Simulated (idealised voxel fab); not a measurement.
You're looking at the process module voxel transistor to metal.
This is section cut - it's 240 nm across, gridded in 5 nm square cells.
Each cross-section below is a grid of square cells, stated as bands in top-down order, with one or more rows of cells making up each band. First you get the band's top height and its bottom height, in nm, and then the materials it's made of, left to right, with each width in nm. If you see a single material with "full width", that one covers the band edge to edge. "blank" is empty space. Height datum 0, below which the as-received substrate wafer is one material. Lowest band open at the bottom, running downward: "0 and below". Top row gets the first number, bottom row gets the second, and each row in between changes by the same step: that is how a band width like "30 to 40" works. "no change" for a step: no cell of the cross-section changed in that step. What "Encapsulated voids" gives you is every empty space of 8 cells or more that is cut off from the top. Each appears as width x height at distance, with the distance taken from the left edge and width, height and distance all in nm. Step line, after settings: the simulator's comment on this step. "overlay nm" denotes, for a step that has a mask, the displacement of the mask to the right of its planned place, with negative values corresponding to the left.
[Process steps - plan]
1: RECEIVE | material Si
2: CONFORMAL_DEP | material SiO2 | thk nm 5
3: CONFORMAL_DEP | material SiN | thk nm 15
4: PATTERN | tone cover | mask id ACTIVE | material resist | width nm 95 | pitch nm 115 | thk nm 15 | overlay nm 0
5: DIRECTIONAL_ETCH | etch materials SiN | depth nm 15
6: DIRECTIONAL_ETCH | etch materials SiO2 | depth nm 5
7: DIRECTIONAL_ETCH | etch materials Si | depth nm 35
8: STRIP | etch materials resist
9: OXIDIZE | depth nm 5
10: FILL_DEP | material SiO2 | thk nm 5
11: CMP | height nm 20
12: SELECTIVE_ETCH | etch materials SiO2 | depth nm 10
13: STRIP | etch materials SiN
14: SELECTIVE_ETCH | etch materials SiO2 | depth nm 5
15: OXIDIZE | depth nm 5
16: DIRECTIONAL_DEP | material polySi | thk nm 20
17: DIRECTIONAL_DEP | material SiCN | thk nm 15
18: DIRECTIONAL_DEP | material aC | thk nm 15
19: PATTERN | tone cover | mask id GATE | material resist | width nm 15 | pitch nm 115 | thk nm 30 | overlay nm 0
20: DIRECTIONAL_ETCH | etch materials aC | depth nm 15
21: STRIP | etch materials resist
22: DIRECTIONAL_ETCH | etch materials SiCN | depth nm 25
23: DIRECTIONAL_ETCH | etch materials polySi | depth nm 30
24: STRIP | etch materials aC
25: CONFORMAL_DEP | material SiN | thk nm 10
26: DIRECTIONAL_ETCH | etch materials SiN | depth nm 10
27: DIRECTIONAL_ETCH | etch materials SiO2 | depth nm 5
28: DIRECTIONAL_ETCH | etch materials Si | depth nm 10
29: EPI | material pSi | thk nm 10
30: FILL_DEP | material SiO2 | thk nm 10
31: CMP | height nm 35
32: DIRECTIONAL_DEP | material SiO2 | thk nm 10
33: PATTERN | tone open | mask id CONTACT | material resist | width nm 30 | thk nm 15 | overlay nm 0
34: DIRECTIONAL_ETCH | etch materials SiO2 | depth nm 50
35: STRIP | etch materials resist
36: CONFORMAL_DEP | material TiN | thk nm 5
37: FILL_DEP | material Ru | thk nm 5
38: CMP | height nm 45
39: DIRECTIONAL_DEP | material TiN | thk nm 5
40: DIRECTIONAL_DEP | material W | thk nm 15
41: MASKED_ETCH | tone cover | mask id METAL_1 | width nm 15 | etch materials W | depth nm 15 | overlay nm 0
42: MASKED_ETCH | tone cover | mask id METAL_1 | width nm 15 | etch materials TiN | depth nm 5 | overlay nm 0
43: FILL_DEP | material SiO2 | thk nm 5
44: CMP | height nm 65
45: CONFORMAL_DEP | material SiN | thk nm 5
[Cross-section of the wafer as it came to us, i.e., already through step 1]
	0 and below | Si full width
	Encapsulated voids: none
[Starting structure and process plan are as shown above, but one mistake was made in running the module; the wafer cross-section at the end of the module follows]
	65 down to 60 | SiN full width
	60 down to 50 | 20 SiO2 | 15 W | 55 SiO2 | 15 W | 30 SiO2 | 15 W | 55 SiO2 | 15 W | 20 SiO2
	50 down to 45 | 20 SiO2 | 15 TiN | 55 SiO2 | 15 TiN | 30 SiO2 | 15 TiN | 55 SiO2 | 15 TiN | 20 SiO2
	45 down to 35 | 20 SiO2 | 5 TiN | 20 to 15 Ru | 5 to 10 TiN | 25 SiO2 | 5 to 10 TiN | 20 to 15 Ru | 5 TiN | 30 SiO2 | 5 TiN | 20 to 15 Ru | 5 to 10 TiN | 25 SiO2 | 5 to 10 TiN | 20 to 15 Ru | 5 TiN | 20 SiO2
	35 down to 20 | 20 SiO2 | 5 TiN | 15 Ru | 5 TiN | 10 SiN | 15 SiCN | 10 SiN | 5 TiN | 15 Ru | 5 TiN | 30 SiO2 | 5 TiN | 15 Ru | 5 TiN | 10 SiN | 15 SiCN | 10 SiN | 5 TiN | 15 Ru | 5 TiN | 20 SiO2
	20 down to 10 | 20 SiO2 | 5 TiN | 15 Ru | 5 TiN | 10 SiN | 15 polySi | 10 SiN | 5 TiN | 15 Ru | 5 TiN | 30 SiO2 | 5 TiN | 15 Ru | 5 TiN | 10 SiN | 15 polySi | 10 SiN | 5 TiN | 15 Ru | 5 TiN | 20 SiO2
	10 down to 5 | 20 SiO2 | 5 TiN | 5 Ru | 15 TiN | 10 SiN | 15 polySi | 10 SiN | 15 TiN | 5 Ru | 5 TiN | 30 SiO2 | 5 TiN | 5 Ru | 15 TiN | 10 SiN | 15 polySi | 10 SiN | 15 TiN | 5 Ru | 5 TiN | 20 SiO2
	5 down to 0 | 10 SiO2 | 10 SiN | 5 TiN | 5 Ru | 5 TiN | 10 pSi | 10 SiN | 15 polySi | 10 SiN | 10 pSi | 5 TiN | 5 Ru | 5 TiN | 10 SiN | 10 SiO2 | 10 SiN | 5 TiN | 5 Ru | 5 TiN | 10 pSi | 10 SiN | 15 polySi | 10 SiN | 10 pSi | 5 TiN | 5 Ru | 5 TiN | 10 SiN | 10 SiO2
	0 down to -5 | 20 SiO2 | 15 TiN | 10 pSi | 35 SiO2 | 10 pSi | 15 TiN | 30 SiO2 | 15 TiN | 10 pSi | 35 SiO2 | 10 pSi | 15 TiN | 20 SiO2
	-5 down to -15 | 20 SiO2 | 25 pSi | 35 Si | 25 pSi | 30 SiO2 | 25 pSi | 35 Si | 25 pSi | 20 SiO2
	-15 down to -40 | 20 SiO2 | 85 Si | 30 SiO2 | 85 Si | 20 SiO2
	-40 and below | Si full width
	Encapsulated voids: none
Want to know what went wrong? heads up, step 44 didn't go per plan, it actually ran as CMP | height nm 60
